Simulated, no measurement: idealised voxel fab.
Name of the process module below: voxel self aligned vias
Section cut is 170 nm wide and gridded with 5 nm square cells.
Think of the cross-section as a grid of square cells. We describe it in bands, top to bottom, and each band covers one or more rows of those cells.
What a band's entry tells you: where the top is and where the bottom is, as heights in nm, and after that what lies inside, material by material from left to right, each with its width in nm. Empty space is written as the word "blank", and a single material marked with the word "all across" occupies the band from edge to edge.
Measure heights from 0. That's the level where, below it, the as-received wafer is all one material. The lowest band is bottomless and extends downward; write it as in "0 nm and below".
Width spec "30->40" -> top row of cells at first value, bottom row at second value, equal per-row change in between.
Step note "all unchanged" = no cross-section cell changed.
So "Enclosed void entries" is basically the list of trapped voids: any empty space of 8 cells or more that can't reach the top through an opening. They're written width x height at distance, the distance being from the left edge, and it's all nm.
Anything after a step's settings on that line? It's the simulator's own note about the step.
The optional step-line setting "overlay nm" applies to steps with a mask and quantifies how far to the right of its planned location the mask lay, a negative value indicating leftward placement.

-- These are the steps we planned for the process
- 1: RECEIVE [material Si]
- 2: CONFORMAL_DEP [material SiO2] [thk nm 10]
- 3: CONFORMAL_DEP [material SiCN] [thk nm 5]
- 4: DIRECTIONAL_DEP [material lowk] [thk nm 20]
- 5: MASKED_ETCH [tone open] [mask id LINES] [width nm 30] [pitch nm 80] [etch materials lowk] [depth nm 20] [overlay nm 0]
- 6: CONFORMAL_DEP [material TiN] [thk nm 5]
- 7: FILL_DEP [material Ru] [thk nm 10]
- 8: CMP [height nm 35]
- 9: SELECTIVE_ETCH [etch materials W Ru TiN] [depth nm 5]
- 10: FILL_DEP [material SiN] [thk nm 5]
- 11: CMP [height nm 35]
- 12: DIRECTIONAL_DEP [material lowk] [thk nm 20]
- 13: DIRECTIONAL_DEP [material aC] [thk nm 10]
- 14: PATTERN [tone open] [mask id VIAS] [material resist] [width nm 50] [thk nm 30] [overlay nm 0]
- 15: DIRECTIONAL_ETCH [etch materials aC] [depth nm 10]
- 16: STRIP [etch materials resist]
- 17: DIRECTIONAL_ETCH [etch materials lowk] [depth nm 20]
- 18: DIRECTIONAL_ETCH [etch materials SiN] [depth nm 5]
- 19: STRIP [etch materials aC]
- 20: CONFORMAL_DEP [material TiN] [thk nm 5]
- 21: FILL_DEP [material Ru] [thk nm 10]
- 22: CMP [height nm 55]
- 23: CONFORMAL_DEP [material SiCN] [thk nm 5]

-- as received, after step 1
	0 nm and below  Si all across
	Enclosed void entries: none

-- This is how the wafer looks in cross-section once the module is done, given the starting state and plan above and one mistake in carrying the plan out
	60 nm to 55 nm  SiCN all across
	55 nm to 40 nm  20 of lowk, 5 of TiN, 40 of Ru, 5 of TiN, 100 of lowk
	40 nm to 35 nm  20 of lowk, 50 of TiN, 100 of lowk
	35 nm to 30 nm  20 of SiN, 15 of TiN, 20 of Ru, 15 of TiN, 40 of SiN, 5 of TiN, 20 of Ru, 5 of TiN, 30 of SiN
	30 nm to 20 nm  30 of lowk, 5 of TiN, 20 of Ru, 5 of TiN, 50 of lowk, 5 of TiN, 20 of Ru, 5 of TiN, 30 of lowk
	20 nm to 15 nm  30 of lowk, 30 of TiN, 50 of lowk, 30 of TiN, 30 of lowk
	15 nm to 10 nm  SiCN all across
	10 nm to 0 nm  SiO2 all across
	0 nm and below  Si all across
	Enclosed void entries: none
Nonconformance to the process plan: so step 9 ended up running with a different setting than we planned, it ran as SELECTIVE_ETCH [etch materials lowk] [depth nm 5]
